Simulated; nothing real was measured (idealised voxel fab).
Title: Process Module voxel wiring stack
Square cells of 5 nm make up the cross-section cut, whose width is 290 nm.
Cross-section = grid of square cells, listed top down in bands; band = one or more rows.
Read a band's entry like this: the first values are the height of its top and the height of its bottom in nm, and what follows is the sequence of materials from left to right, each with its width in nm. Note that "empty" is empty space, and that a single material marked "throughout" reaches across the band from edge to edge.
Below 0: as-received wafer, all one material; heights counted from there. Lowest band: no bottom, goes on down, written "0 down".
The two numbers in a width such as "30 to 40" mark its ends across the band: the first belongs to the top row of cells, the second to the bottom row, and from each row to the next the width moves by the same amount.
The cross-section has no changed cell in any step marked "remained the same".
Enclosed voids (no open way to top), threshold 8 cells or more, entry "Cavities, closed", notation width x height at distance, distance from left edge, nm.
Anything after a step's settings on that line? It's the simulator's own note about the step.
The setting "overlay nm" may be written on the line of a step. When the step uses a mask, the value reports how far to the right of the planned place the mask lay, and a negative value reports that it lay to the left.
### The steps planned for the process are as follows
| 1 | RECEIVE, material Si |
| 2 | CONFORMAL_DEP, material SiO2, thk nm 10 |
| 3 | CONFORMAL_DEP, material SiN, thk nm 5 |
| 4 | DIRECTIONAL_DEP, material lowk, thk nm 15 |
| 5 | MASKED_ETCH, tone open, mask id METAL_1, width nm 20, pitch nm 50, etch materials lowk, depth nm 15, overlay nm 0 |
| 6 | MASKED_ETCH, tone open, mask id METAL_1, width nm 20, pitch nm 50, etch materials SiN, depth nm 5, overlay nm 0 |
| 7 | CONFORMAL_DEP, material TiN, thk nm 5 |
| 8 | FILL_DEP, material Cu, thk nm 5 |
| 9 | CMP, height nm 30 |
| 10 | CONFORMAL_DEP, material SiCN, thk nm 5 |
| 11 | DIRECTIONAL_DEP, material SiO2, thk nm 30 |
| 12 | PATTERN, tone open, mask id METAL_2_HOLES, material resist, width nm 15, pitch nm 50, thk nm 15, overlay nm 0 |
| 13 | DIRECTIONAL_ETCH, etch materials SiO2, depth nm 30 |
| 14 | STRIP, etch materials resist |
| 15 | MASKED_ETCH, tone open, mask id METAL_2, width nm 20, pitch nm 50, etch materials SiO2, depth nm 15, overlay nm 0 |
| 16 | MASKED_ETCH, tone open, mask id METAL_2, width nm 20, pitch nm 50, etch materials SiCN, depth nm 5, overlay nm 0 |
| 17 | CONFORMAL_DEP, material TiN, thk nm 5 |
| 18 | FILL_DEP, material Cu, thk nm 5 |
| 19 | CMP, height nm 65 |
| 20 | CONFORMAL_DEP, material SiCN, thk nm 5 |
### Of two wafers, the first: run according to plan
### This is the cross-section of the wafer as we received it, i.e. after step 1
- 0 down  Si throughout
- Cavities, closed: none
### The following cross-section depicts the wafer upon completion of step 2
- 10 to 0  SiO2 throughout
- All layers under 0 are left as they were.
### The following cross-section depicts the wafer upon completion of step 3
- 15 to 10  SiN throughout
- All layers under 10 are left as they were.
### The following cross-section depicts the wafer upon completion of step 4
- 30 to 15  lowk throughout
- All layers under 15 are left as they were.
### The following cross-section depicts the wafer upon completion of step 5
- 30 to 15  60 lowk; 20 empty; 30 lowk; 20 empty; 30 lowk; 20 empty; 30 lowk; 20 empty; 60 lowk
- All layers under 15 are left as they were.
### The following cross-section depicts the wafer upon completion of step 6
- 30 to 15  60 lowk; 20 empty; 30 lowk; 20 empty; 30 lowk; 20 empty; 30 lowk; 20 empty; 60 lowk
- 15 to 10  60 SiN; 20 empty; 30 SiN; 20 empty; 30 SiN; 20 empty; 30 SiN; 20 empty; 60 SiN
- All layers under 10 are left as they were.
### The following cross-section depicts the wafer upon completion of step 7
- 35 to 30  65 TiN; 10 empty; 40 TiN; 10 empty; 40 TiN; 10 empty; 40 TiN; 10 empty; 65 TiN
- 30 to 15  60 lowk; 5 TiN; 10 empty; 5 TiN; 30 lowk; 5 TiN; 10 empty; 5 TiN; 30 lowk; 5 TiN; 10 empty; 5 TiN; 30 lowk; 5 TiN; 10 empty; 5 TiN; 60 lowk
- 15 to 10  60 SiN; 20 TiN; 30 SiN; 20 TiN; 30 SiN; 20 TiN; 30 SiN; 20 TiN; 60 SiN
- All layers under 10 are left as they were.
### The following cross-section depicts the wafer upon completion of step 8
- 40 to 35  Cu throughout
- 35 to 30  65 TiN; 10 Cu; 40 TiN; 10 Cu; 40 TiN; 10 Cu; 40 TiN; 10 Cu; 65 TiN
- 30 to 15  60 lowk; 5 TiN; 10 Cu; 5 TiN; 30 lowk; 5 TiN; 10 Cu; 5 TiN; 30 lowk; 5 TiN; 10 Cu; 5 TiN; 30 lowk; 5 TiN; 10 Cu; 5 TiN; 60 lowk
- All layers under 15 are left as they were.
### The following cross-section depicts the wafer upon completion of step 9
- 30 to 15  60 lowk; 5 TiN; 10 Cu; 5 TiN; 30 lowk; 5 TiN; 10 Cu; 5 TiN; 30 lowk; 5 TiN; 10 Cu; 5 TiN; 30 lowk; 5 TiN; 10 Cu; 5 TiN; 60 lowk
- All layers under 15 are left as they were.
### The following cross-section depicts the wafer upon completion of step 10
- 35 to 30  SiCN throughout
- All layers under 30 are left as they were.
### The following cross-section depicts the wafer upon completion of step 11
- 65 to 35  SiO2 throughout
- All layers under 35 are left as they were.
### The following cross-section depicts the wafer upon completion of step 12
- 80 to 65  60 resist; 15 empty; 35 resist; 15 empty; 35 resist; 15 empty; 35 resist; 15 empty; 65 resist
- All layers under 65 are left as they were.
### The following cross-section depicts the wafer upon completion of step 13
- 80 to 65  60 resist; 15 empty; 35 resist; 15 empty; 35 resist; 15 empty; 35 resist; 15 empty; 65 resist
- 65 to 35  60 SiO2; 15 empty; 35 SiO2; 15 empty; 35 SiO2; 15 empty; 35 SiO2; 15 empty; 65 SiO2
- All layers under 35 are left as they were.
### The following cross-section depicts the wafer upon completion of step 14
- 65 to 35  60 SiO2; 15 empty; 35 SiO2; 15 empty; 35 SiO2; 15 empty; 35 SiO2; 15 empty; 65 SiO2
- All layers under 35 are left as they were.
### The following cross-section depicts the wafer upon completion of step 15
- 65 to 50  60 SiO2; 20 empty; 30 SiO2; 20 empty; 30 SiO2; 20 empty; 30 SiO2; 20 empty; 60 SiO2
- All layers under 50 are left as they were.
### The following cross-section depicts the wafer upon completion of step 16
- 65 to 50  60 SiO2; 20 empty; 30 SiO2; 20 empty; 30 SiO2; 20 empty; 30 SiO2; 20 empty; 60 SiO2
- 50 to 35  60 SiO2; 15 empty; 35 SiO2; 15 empty; 35 SiO2; 15 empty; 35 SiO2; 15 empty; 65 SiO2
- 35 to 30  60 SiCN; 15 empty; 35 SiCN; 15 empty; 35 SiCN; 15 empty; 35 SiCN; 15 empty; 65 SiCN
- All layers under 30 are left as they were.
### The following cross-section depicts the wafer upon completion of step 17
- 70 to 65  65 TiN; 10 empty; 40 TiN; 10 empty; 40 TiN; 10 empty; 40 TiN; 10 empty; 65 TiN
- 65 to 55  60 SiO2; 5 TiN; 10 empty; 5 TiN; 30 SiO2; 5 TiN; 10 empty; 5 TiN; 30 SiO2; 5 TiN; 10 empty; 5 TiN; 30 SiO2; 5 TiN; 10 empty; 5 TiN; 60 SiO2
- 55 to 50  60 SiO2; 5 TiN; 5 empty; 10 TiN; 30 SiO2; 5 TiN; 5 empty; 10 TiN; 30 SiO2; 5 TiN; 5 empty; 10 TiN; 30 SiO2; 5 TiN; 5 empty; 10 TiN; 60 SiO2
- 50 to 35  60 SiO2; 5 TiN; 5 empty; 5 TiN; 35 SiO2; 5 TiN; 5 empty; 5 TiN; 35 SiO2; 5 TiN; 5 empty; 5 TiN; 35 SiO2; 5 TiN; 5 empty; 5 TiN; 65 SiO2
- 35 to 30  60 SiCN; 15 TiN; 35 SiCN; 15 TiN; 35 SiCN; 15 TiN; 35 SiCN; 15 TiN; 65 SiCN
- All layers under 30 are left as they were.
### The following cross-section depicts the wafer upon completion of step 18
- 75 to 70  Cu throughout
- 70 to 65  65 TiN; 10 Cu; 40 TiN; 10 Cu; 40 TiN; 10 Cu; 40 TiN; 10 Cu; 65 TiN
- 65 to 55  60 SiO2; 5 TiN; 10 Cu; 5 TiN; 30 SiO2; 5 TiN; 10 Cu; 5 TiN; 30 SiO2; 5 TiN; 10 Cu; 5 TiN; 30 SiO2; 5 TiN; 10 Cu; 5 TiN; 60 SiO2
- 55 to 50  60 SiO2; 5 TiN; 5 Cu; 10 TiN; 30 SiO2; 5 TiN; 5 Cu; 10 TiN; 30 SiO2; 5 TiN; 5 Cu; 10 TiN; 30 SiO2; 5 TiN; 5 Cu; 10 TiN; 60 SiO2
- 50 to 35  60 SiO2; 5 TiN; 5 Cu; 5 TiN; 35 SiO2; 5 TiN; 5 Cu; 5 TiN; 35 SiO2; 5 TiN; 5 Cu; 5 TiN; 35 SiO2; 5 TiN; 5 Cu; 5 TiN; 65 SiO2
- All layers under 35 are left as they were.
### The following cross-section depicts the wafer upon completion of step 19
- 65 to 55  60 SiO2; 5 TiN; 10 Cu; 5 TiN; 30 SiO2; 5 TiN; 10 Cu; 5 TiN; 30 SiO2; 5 TiN; 10 Cu; 5 TiN; 30 SiO2; 5 TiN; 10 Cu; 5 TiN; 60 SiO2
- All layers under 55 are left as they were.
### The following cross-section depicts the wafer upon completion of step 20
- 70 to 65  SiCN throughout
- All layers under 65 are left as they were.
### second wafer: like start, like plan, one mistake. Through step 14 it matches the first wafer
### Second wafer at the planned finish of step 15, seen in cross-section
- 65 to 50  75 empty; 5 SiO2; 45 empty; 5 SiO2; 45 empty; 5 SiO2; 45 empty; 5 SiO2; 60 empty
- All layers under 50 are left as they were.
### Second wafer at the planned finish of step 16, seen in cross-section
- 65 to 50  75 empty; 5 SiO2; 45 empty; 5 SiO2; 45 empty; 5 SiO2; 45 empty; 5 SiO2; 60 empty
- 50 to 35  60 SiO2; 15 empty; 35 SiO2; 15 empty; 35 SiO2; 15 empty; 35 SiO2; 15 empty; 65 SiO2
- 35 to 30  60 SiCN; 15 empty; 35 SiCN; 15 empty; 35 SiCN; 15 empty; 35 SiCN; 15 empty; 65 SiCN
- All layers under 30 are left as they were.
### Second wafer at the planned finish of step 17, seen in cross-section
- 70 to 65  70 empty; 15 TiN; 35 empty; 15 TiN; 35 empty; 15 TiN; 35 empty; 15 TiN; 55 empty
- 65 to 55  70 empty; 5 TiN; 5 SiO2; 5 TiN; 35 empty; 5 TiN; 5 SiO2; 5 TiN; 35 empty; 5 TiN; 5 SiO2; 5 TiN; 35 empty; 5 TiN; 5 SiO2; 5 TiN; 55 empty
- 55 to 50  65 TiN; 5 empty; 5 TiN; 5 SiO2; 35 TiN; 5 empty; 5 TiN; 5 SiO2; 35 TiN; 5 empty; 5 TiN; 5 SiO2; 35 TiN; 5 empty; 5 TiN; 5 SiO2; 60 TiN
- 50 to 35  60 SiO2; 5 TiN; 5 empty; 5 TiN; 35 SiO2; 5 TiN; 5 empty; 5 TiN; 35 SiO2; 5 TiN; 5 empty; 5 TiN; 35 SiO2; 5 TiN; 5 empty; 5 TiN; 65 SiO2
- 35 to 30  60 SiCN; 15 TiN; 35 SiCN; 15 TiN; 35 SiCN; 15 TiN; 35 SiCN; 15 TiN; 65 SiCN
- All layers under 30 are left as they were.
### Second wafer at the planned finish of step 18, seen in cross-section
- 75 to 70  Cu throughout
- 70 to 65  70 Cu; 15 TiN; 35 Cu; 15 TiN; 35 Cu; 15 TiN; 35 Cu; 15 TiN; 55 Cu
- 65 to 55  70 Cu; 5 TiN; 5 SiO2; 5 TiN; 35 Cu; 5 TiN; 5 SiO2; 5 TiN; 35 Cu; 5 TiN; 5 SiO2; 5 TiN; 35 Cu; 5 TiN; 5 SiO2; 5 TiN; 55 Cu
- 55 to 50  65 TiN; 5 Cu; 5 TiN; 5 SiO2; 35 TiN; 5 Cu; 5 TiN; 5 SiO2; 35 TiN; 5 Cu; 5 TiN; 5 SiO2; 35 TiN; 5 Cu; 5 TiN; 5 SiO2; 60 TiN
- 50 to 35  60 SiO2; 5 TiN; 5 Cu; 5 TiN; 35 SiO2; 5 TiN; 5 Cu; 5 TiN; 35 SiO2; 5 TiN; 5 Cu; 5 TiN; 35 SiO2; 5 TiN; 5 Cu; 5 TiN; 65 SiO2
- All layers under 35 are left as they were.
### Second wafer at the planned finish of step 19, seen in cross-section
- 65 to 55  70 Cu; 5 TiN; 5 SiO2; 5 TiN; 35 Cu; 5 TiN; 5 SiO2; 5 TiN; 35 Cu; 5 TiN; 5 SiO2; 5 TiN; 35 Cu; 5 TiN; 5 SiO2; 5 TiN; 55 Cu
- All layers under 55 are left as they were.
### Second wafer at the planned finish of step 20, seen in cross-section
- 70 to 65  SiCN throughout
- All layers under 65 are left as they were.
Here's what went sideways: not per plan at step 15, really ran MASKED_ETCH, tone cover, mask id METAL_2, width nm 20, pitch nm 50, etch materials SiO2, depth nm 15, overlay nm 0
Cell-count delta at end, second wafer over first, by material: Cu: 76 more | SiO2: 114 fewer | TiN: 38 more
